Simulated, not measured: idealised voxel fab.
The following process module bears the name voxel released beams.
The figure presents cross-section cut, which has a width of 245 nm and is divided into square cells with an edge length of 5 nm.
The cross-sections in this document take the form of a grid made of square cells. They are written out as bands, in order from top to bottom. Each band consists of one or more rows of cells. Top height, bottom height, nm. Materials left to right, width each, nm. Single material + "throughout" = fills band edge to edge. "blank" = empty. Heights are measured from 0, the level below which the as-received wafer is all one material; the lowest band has no bottom and continues downward, written as in "0 down". The expression "30..40" gives the width at the extremes of the band, the first number at its top row of cells and the second at its bottom row, with the width changing by equal amounts from each row to the next in between. Where the words "no change occurred" appear for a step, the cross-section shows no cell changed by that step; every cell remained as before. Entry "Enclosed void inventory". Content: empty spaces with no open connection to the top, size 8 cells or greater. Each: width x height at distance. Distance: from left edge. Unit: nm. The remark found on a step's line after its settings is issued by the simulator itself and pertains to that step. overlay nm, on a step with a mask: how far to the right of its planned place the mask lay; to the left if negative.
So here's the lineup of process steps we planned
1: RECEIVE, material Si
2: CONFORMAL_DEP, material Al2O3, thk nm 5
3: DIRECTIONAL_DEP, material SiO2, thk nm 15
4: PATTERN, tone open, mask id ANCHOR, material resist, width nm 45, thk nm 15, overlay nm -15
5: DIRECTIONAL_ETCH, etch materials SiO2, depth nm 15
6: STRIP, etch materials resist
7: CONFORMAL_DEP, material W, thk nm 15
8: PATTERN, tone cover, mask id BEAM, material resist, width nm 105, thk nm 20, overlay nm 0
9: DIRECTIONAL_ETCH, etch materials W, depth nm 15
10: STRIP, etch materials resist
11: STRIP, etch materials SiO2
All wafers enter the flow in the same state. The overlay nm at step 4 differs from wafer to wafer, and the plan gives the value for the first wafer.
First of several wafers (as received, post step 1), cross-sectional view
> 0 down = Si throughout
> Enclosed void inventory: none
Where each wafer stands at the end of the module, a row apiece: cells of each material gained (+) or lost (-) since it was received, then closed voids
overlay nm -15; +49 Al2O3; +81 W; Enclosed void inventory: none
overlay nm -10; +49 Al2O3; +81 W; Enclosed void inventory: none
overlay nm -5; +49 Al2O3; +81 W; Enclosed void inventory: none
overlay nm 0; +49 Al2O3; +81 W; Enclosed void inventory: none
overlay nm 5; +49 Al2O3; +81 W; Enclosed void inventory: none
overlay nm 10; +49 Al2O3; +81 W; Enclosed void inventory: none
overlay nm 15; +49 Al2O3; +81 W; Enclosed void inventory: none
